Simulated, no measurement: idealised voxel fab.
You're looking at the process module voxel transistor to metal.
cross-section cut | 140 nm wide | cells 5 nm
This document writes a cross-section as a grid whose cells are square, and gives it as bands, listed from the top down; one or more rows of cells form a band.
This entry defines a band. It first specifies the height of the band's top and the height of its bottom in nm, and then specifies the band's materials from left to right, stating each material with its width in nm. The word "all across" identifies a single material that fills the band from edge to edge, while the word "empty" identifies empty space.
Heights from 0 (as-received wafer is one material below). Bottom band endless downward, as "0 nm and below".
You'd read "30..40" like this: the band's top row of cells is as wide as the first number, its bottom row is as wide as the second, and going down, every row changes width by the same amount as the row before did.
When a step is marked "everything unchanged", none of the cells in the cross-section changed during that step.
"closed voids" lists enclosed empty spaces (at least 8 cells, no open path upward to the top), each as width x height at distance from the left edge, in nm.
It should be noted that, on the line of a given step, the content following the step's settings is a remark produced by the simulator itself with respect to that step.
overlay nm: on a step with a mask, how far right of its planned place the mask lay; negative means left.

### List of planned process steps
| 1 | RECEIVE with material Si |
| 2 | OXIDIZE with depth nm 5 |
| 3 | CONFORMAL_DEP with material SiN, thk nm 15 |
| 4 | DIRECTIONAL_DEP with material aC, thk nm 15 |
| 5 | PATTERN with tone cover, mask id ACTIVE, material resist, width nm 105, thk nm 30, overlay nm 0 |
| 6 | DIRECTIONAL_ETCH with etch materials aC, depth nm 15 |
| 7 | STRIP with etch materials resist |
| 8 | DIRECTIONAL_ETCH with etch materials SiN, depth nm 15 |
| 9 | DIRECTIONAL_ETCH with etch materials SiO2, depth nm 5 |
| 10 | DIRECTIONAL_ETCH with etch materials Si, depth nm 20 |
| 11 | STRIP with etch materials aC |
| 12 | OXIDIZE with depth nm 5 |
| 13 | FILL_DEP with material SiO2, thk nm 5 |
| 14 | CMP with height nm 15 |
| 15 | SELECTIVE_ETCH with etch materials SiO2, depth nm 10 |
| 16 | STRIP with etch materials SiN |
| 17 | SELECTIVE_ETCH with etch materials SiO2, depth nm 5 |
| 18 | OXIDIZE with depth nm 5 |
| 19 | DIRECTIONAL_DEP with material polySi, thk nm 30 |
| 20 | DIRECTIONAL_DEP with material SiCN, thk nm 15 |
| 21 | PATTERN with tone cover, mask id GATE, material resist, width nm 25, thk nm 20, overlay nm 0 |
| 22 | DIRECTIONAL_ETCH with etch materials SiCN, depth nm 25 |
| 23 | DIRECTIONAL_ETCH with etch materials polySi, depth nm 40 |
| 24 | STRIP with etch materials resist |
| 25 | CONFORMAL_DEP with material SiN, thk nm 5 |
| 26 | DIRECTIONAL_ETCH with etch materials SiN, depth nm 5 |
| 27 | DIRECTIONAL_ETCH with etch materials SiO2, depth nm 5 |
| 28 | DIRECTIONAL_ETCH with etch materials Si, depth nm 15 |
| 29 | EPI with material nSi, thk nm 15 |
| 30 | FILL_DEP with material SiO2, thk nm 5 |
| 31 | CMP with height nm 40 |
| 32 | DIRECTIONAL_DEP with material SiO2, thk nm 10 |
| 33 | MASKED_ETCH with tone open, mask id CONTACT, width nm 20, pitch nm 75, etch materials SiO2, depth nm 60, overlay nm 0 |
| 34 | CONFORMAL_DEP with material TiN, thk nm 5 |
| 35 | FILL_DEP with material Ru, thk nm 5 |
| 36 | CMP with height nm 50 |
| 37 | DIRECTIONAL_DEP with material TiN, thk nm 5 |
| 38 | DIRECTIONAL_DEP with material Ru, thk nm 20 |
| 39 | DIRECTIONAL_DEP with material aC, thk nm 15 |
| 40 | PATTERN with tone cover, mask id METAL_1, material resist, width nm 20, pitch nm 75, thk nm 35, overlay nm 0 |
| 41 | DIRECTIONAL_ETCH with etch materials aC, depth nm 15 |
| 42 | STRIP with etch materials resist |
| 43 | DIRECTIONAL_ETCH with etch materials Ru, depth nm 20 |
| 44 | DIRECTIONAL_ETCH with etch materials TiN, depth nm 5 |
| 45 | STRIP with etch materials aC |
| 46 | CONFORMAL_DEP with material SiCN, thk nm 5 |
| 47 | FILL_DEP with material lowk, thk nm 10 |
| 48 | CMP with height nm 75 |
| 49 | CONFORMAL_DEP with material SiN, thk nm 5 |

### Cross-section, incoming material, after step 1
    0 nm and below  Si all across
    closed voids: none

### Module complete - cross-section of the first of two wafers, run according to plan
    80 nm to 75 nm  SiN all across
    75 nm to 55 nm  lowk 15 nm / SiCN 5 nm / Ru 20 nm / SiCN 5 nm / lowk 45 nm / SiCN 5 nm / Ru 20 nm / SiCN 5 nm / lowk 20 nm
    55 nm to 50 nm  SiCN 20 nm / TiN 20 nm / SiCN 55 nm / TiN 20 nm / SiCN 25 nm
    50 nm to 40 nm  SiO2 20 nm / TiN 5 nm / Ru 10 nm / TiN 5 nm / SiO2 55 nm / TiN 5 nm / Ru 10 nm / TiN 5 nm / SiO2 25 nm
    40 nm to 25 nm  SiO2 20 nm / TiN 5 nm / Ru 10 nm / TiN 5 nm / SiO2 10 nm / SiN 5 nm / SiCN 25 nm / SiN 5 nm / SiO2 10 nm / TiN 5 nm / Ru 10 nm / TiN 5 nm / SiO2 25 nm
    25 nm to 10 nm  SiO2 20 nm / TiN 5 nm / Ru 10 nm / TiN 5 nm / SiO2 10 nm / SiN 5 nm / polySi 25 nm / SiN 5 nm / SiO2 10 nm / TiN 5 nm / Ru 10 nm / TiN 5 nm / SiO2 25 nm
    10 nm to 5 nm  SiO2 20 nm / TiN 5 nm / Ru 5 nm / TiN 10 nm / SiO2 10 nm / SiN 5 nm / polySi 25 nm / SiN 5 nm / SiO2 10 nm / TiN 10 nm / Ru 5 nm / TiN 5 nm / SiO2 25 nm
    5 nm to 0 nm  SiO2 20 nm / TiN 5 nm / Ru 5 nm / TiN 5 nm / nSi 15 nm / SiN 5 nm / polySi 25 nm / SiN 5 nm / nSi 15 nm / TiN 5 nm / Ru 5 nm / TiN 5 nm / SiO2 25 nm
    0 nm to -5 nm  SiO2 10 nm / SiN 5 nm / SiO2 5 nm / TiN 5 nm / Ru 5 nm / TiN 5 nm / nSi 15 nm / SiN 5 nm / polySi 25 nm / SiN 5 nm / nSi 15 nm / TiN 5 nm / Ru 5 nm / TiN 5 nm / SiO2 5 nm / SiN 5 nm / SiO2 15 nm
    -5 nm to -10 nm  SiO2 20 nm / TiN 15 nm / nSi 15 nm / SiO2 35 nm / nSi 15 nm / TiN 15 nm / SiO2 25 nm
    -10 nm to -25 nm  SiO2 20 nm / nSi 30 nm / Si 35 nm / nSi 30 nm / SiO2 25 nm
    -25 nm to -30 nm  SiO2 20 nm / Si 95 nm / SiO2 25 nm
    -30 nm and below  Si all across
    closed voids: none

### Cross-sectional image of the second wafer of the two following completion of the module. Starting state and process plan were the same as for the first wafer; one execution error occurred
    95 nm to 90 nm  SiN all across
    90 nm to 80 nm  lowk all across
    80 nm to 75 nm  lowk 15 nm / SiCN 30 nm / lowk 45 nm / SiCN 30 nm / lowk 20 nm
    75 nm to 55 nm  lowk 15 nm / SiCN 5 nm / Ru 20 nm / SiCN 5 nm / lowk 45 nm / SiCN 5 nm / Ru 20 nm / SiCN 5 nm / lowk 20 nm
    55 nm to 50 nm  SiCN 20 nm / TiN 20 nm / SiCN 55 nm / TiN 20 nm / SiCN 25 nm
    50 nm to 40 nm  SiO2 20 nm / TiN 5 nm / Ru 10 nm / TiN 5 nm / SiO2 55 nm / TiN 5 nm / Ru 10 nm / TiN 5 nm / SiO2 25 nm
    40 nm to 25 nm  SiO2 20 nm / TiN 5 nm / Ru 10 nm / TiN 5 nm / SiO2 10 nm / SiN 5 nm / SiCN 25 nm / SiN 5 nm / SiO2 10 nm / TiN 5 nm / Ru 10 nm / TiN 5 nm / SiO2 25 nm
    25 nm to 10 nm  SiO2 20 nm / TiN 5 nm / Ru 10 nm / TiN 5 nm / SiO2 10 nm / SiN 5 nm / polySi 25 nm / SiN 5 nm / SiO2 10 nm / TiN 5 nm / Ru 10 nm / TiN 5 nm / SiO2 25 nm
    10 nm to 5 nm  SiO2 20 nm / TiN 5 nm / Ru 5 nm / TiN 10 nm / SiO2 10 nm / SiN 5 nm / polySi 25 nm / SiN 5 nm / SiO2 10 nm / TiN 10 nm / Ru 5 nm / TiN 5 nm / SiO2 25 nm
    5 nm to 0 nm  SiO2 20 nm / TiN 5 nm / Ru 5 nm / TiN 5 nm / nSi 15 nm / SiN 5 nm / polySi 25 nm / SiN 5 nm / nSi 15 nm / TiN 5 nm / Ru 5 nm / TiN 5 nm / SiO2 25 nm
    0 nm to -5 nm  SiO2 10 nm / SiN 5 nm / SiO2 5 nm / TiN 5 nm / Ru 5 nm / TiN 5 nm / nSi 15 nm / SiN 5 nm / polySi 25 nm / SiN 5 nm / nSi 15 nm / TiN 5 nm / Ru 5 nm / TiN 5 nm / SiO2 5 nm / SiN 5 nm / SiO2 15 nm
    -5 nm to -10 nm  SiO2 20 nm / TiN 15 nm / nSi 15 nm / SiO2 35 nm / nSi 15 nm / TiN 15 nm / SiO2 25 nm
    -10 nm to -25 nm  SiO2 20 nm / nSi 30 nm / Si 35 nm / nSi 30 nm / SiO2 25 nm
    -25 nm to -30 nm  SiO2 20 nm / Si 95 nm / SiO2 25 nm
    -30 nm and below  Si all across
    closed voids: none
What went wrong in running the wafer? step 48 of the plan was excluded from execution and never run
Wafer comparison, final, in cells, second relative to first, materials more or fewer: +12 SiCN, +72 lowk
